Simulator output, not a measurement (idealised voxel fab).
This section sets out a process module, namely voxel capacitor over wiring.
Shown is cross-section cut, with a width of 275 nm and square cells of size 5 nm.
When this document writes out a cross-section, it uses a grid of square cells and lists it as bands, beginning at the top and moving down, with a band standing for one or more rows of cells. The entry gives the band's vertical extent as a top height and a bottom height in nm, then its horizontal make-up as materials from left to right, each with a width in nm. "empty" stands for empty space; a single material marked "everywhere" fills the band edge to edge. Note: height 0 marks the level under which the wafer is uniformly one material as received. Lowest band unbounded below, written "0 and below". The width entry "30..40" should be interpreted row by row: the top row of cells in the band takes the first number, the bottom row takes the second number, and the change between adjacent rows is uniform throughout. "left unchanged" after a step means that no cell of the cross-section changed. Enclosed empty spaces: empty space of 8 cells or more with no open way to the top, each as width x height at its distance from the left edge, in nm. after a step's settings: what the simulator itself notes on the step. Regarding "overlay nm": on a step with a mask, it is the distance the mask lay to the right of its planned place; a negative value places it to the left.

THE STEPS PLANNED FOR THE PROCESS ARE AS FOLLOWS
- 1: RECEIVE,material Si
- 2: CONFORMAL_DEP,material SiO2,thk nm 15
- 3: DIRECTIONAL_DEP,material TiN,thk nm 5
- 4: DIRECTIONAL_DEP,material W,thk nm 20
- 5: MASKED_ETCH,tone cover,mask id METAL_1,width nm 20,pitch nm 95,etch materials W,depth nm 20,overlay nm 0
- 6: MASKED_ETCH,tone cover,mask id METAL_1,width nm 30,pitch nm 95,etch materials TiN,depth nm 5,overlay nm 0
- 7: CONFORMAL_DEP,material SiCN,thk nm 5
- 8: FILL_DEP,material lowk,thk nm 10
- 9: CMP,height nm 40
- 10: CONFORMAL_DEP,material SiCN,thk nm 5
- 11: DIRECTIONAL_DEP,material SiO2,thk nm 15
- 12: PATTERN,tone open,mask id PLUG_1,material resist,width nm 15,thk nm 20,overlay nm 0
- 13: DIRECTIONAL_ETCH,etch materials SiO2,depth nm 15
- 14: DIRECTIONAL_ETCH,etch materials SiCN,depth nm 5
- 15: STRIP,etch materials resist
- 16: CONFORMAL_DEP,material TiN,thk nm 5
- 17: FILL_DEP,material Cu,thk nm 5
- 18: CMP,height nm 60
- 19: DIRECTIONAL_DEP,material TiN,thk nm 5
- 20: DIRECTIONAL_DEP,material Al2O3,thk nm 5
- 21: DIRECTIONAL_DEP,material TiN,thk nm 10
- 22: DIRECTIONAL_DEP,material aC,thk nm 10
- 23: PATTERN,tone cover,mask id UPPER_PLATE,material resist,width nm 70,thk nm 30,overlay nm 0
- 24: DIRECTIONAL_ETCH,etch materials aC,depth nm 10
- 25: STRIP,etch materials resist
- 26: DIRECTIONAL_ETCH,etch materials TiN,depth nm 10
- 27: DIRECTIONAL_ETCH,etch materials Al2O3,depth nm 5
- 28: STRIP,etch materials aC
- 29: MASKED_ETCH,tone cover,mask id LOWER_PLATE,width nm 80,etch materials TiN,depth nm 5,overlay nm 0
- 30: FILL_DEP,material SiO2,thk nm 20
- 31: CMP,height nm 95
- 32: DIRECTIONAL_DEP,material aC,thk nm 10
- 33: PATTERN,tone open,mask id PLUG_2,material resist,width nm 15,thk nm 30,overlay nm 0
- 34: DIRECTIONAL_ETCH,etch materials aC,depth nm 10
- 35: STRIP,etch materials resist
- 36: DIRECTIONAL_ETCH,etch materials SiO2,depth nm 15
- 37: STRIP,etch materials aC
- 38: CONFORMAL_DEP,material TiN,thk nm 5
- 39: FILL_DEP,material Ru,thk nm 5
- 40: CMP,height nm 95
- 41: CONFORMAL_DEP,material SiCN,thk nm 5
Variable across wafers: step 5 width nm (plan value is that of the first wafer; starting state common to all).

CROSS-SECTION OF THE FIRST OF SEVERAL RECEIVED WAFERS, SHOWING ITS STATE AFTER STEP 1
	0 and below  Si everywhere
	Enclosed empty spaces: none

CROSS-SECTION OF THE FIRST OF SEVERAL WAFERS ONCE THE MODULE HAS RUN THROUGH ITS LAST STEP, STEP 41
	100 down to 95  SiCN everywhere
	95 down to 85  SiO2 (100), TiN (5), Ru (5), TiN (5), SiO2 (160)
	85 down to 80  SiO2 (100), TiN (15), SiO2 (160)
	80 down to 70  SiO2 (90), TiN (70), SiO2 (115)
	70 down to 65  SiO2 (90), Al2O3 (70), SiO2 (115)
	65 down to 60  SiO2 (85), TiN (80), SiO2 (110)
	60 down to 45  SiO2 (90), TiN (5), Cu (5), TiN (5), SiO2 (170)
	45 down to 40  SiCN (90), TiN (15), SiCN (170)
	40 down to 25  lowk (75), SiCN (5), W (20), SiCN (5), lowk (65), SiCN (5), W (20), SiCN (5), lowk (75)
	25 down to 20  lowk (70), SiCN (10), W (20), SiCN (10), lowk (55), SiCN (10), W (20), SiCN (10), lowk (70)
	20 down to 15  SiCN (75), TiN (30), SiCN (65), TiN (30), SiCN (75)
	15 down to 0  SiO2 everywhere
	0 and below  Si everywhere
	Enclosed empty spaces: none

SO THIS IS THE CROSS-SECTION ON THE LAST WAFER AT THE END OF THE MODULE
	100 down to 95  SiCN everywhere
	95 down to 85  SiO2 (100), TiN (5), Ru (5), TiN (5), SiO2 (160)
	85 down to 80  SiO2 (100), TiN (15), SiO2 (160)
	80 down to 70  SiO2 (90), TiN (70), SiO2 (115)
	70 down to 65  SiO2 (90), Al2O3 (70), SiO2 (115)
	65 down to 60  SiO2 (85), TiN (80), SiO2 (110)
	60 down to 45  SiO2 (90), TiN (5), Cu (5), TiN (5), SiO2 (170)
	45 down to 40  SiCN (90), TiN (15), SiCN (170)
	40 down to 20  lowk (65), SiCN (5), W (45), SiCN (5), lowk (40), SiCN (5), W (45), SiCN (5), lowk (60)
	20 down to 15  SiCN (70), TiN (45), SiCN (50), TiN (45), SiCN (65)
	15 down to 0  SiO2 everywhere
	0 and below  Si everywhere
	Enclosed empty spaces: none

WHERE EACH WAFER STANDS AT THE END OF THE MODULE, A ROW APIECE: CELLS OF EACH MATERIAL GAINED (+) OR LOST (-) SINCE IT WAS RECEIVED, THEN CLOSED VOIDS
width nm 20 | +14 Al2O3 | +3 Cu | +2 Ru | +170 SiCN | +639 SiO2 | +72 TiN | +32 W | +168 lowk | Enclosed empty spaces: none
width nm 25 | +14 Al2O3 | +3 Cu | +2 Ru | +168 SiCN | +639 SiO2 | +72 TiN | +40 W | +162 lowk | Enclosed empty spaces: none
width nm 30 | +14 Al2O3 | +3 Cu | +2 Ru | +166 SiCN | +639 SiO2 | +72 TiN | +48 W | +156 lowk | Enclosed empty spaces: none
width nm 35 | +14 Al2O3 | +3 Cu | +2 Ru | +164 SiCN | +639 SiO2 | +74 TiN | +56 W | +148 lowk | Enclosed empty spaces: none
width nm 40 | +14 Al2O3 | +3 Cu | +2 Ru | +162 SiCN | +639 SiO2 | +76 TiN | +64 W | +140 lowk | Enclosed empty spaces: none
width nm 45 | +14 Al2O3 | +3 Cu | +2 Ru | +160 SiCN | +639 SiO2 | +78 TiN | +72 W | +132 lowk | Enclosed empty spaces: none
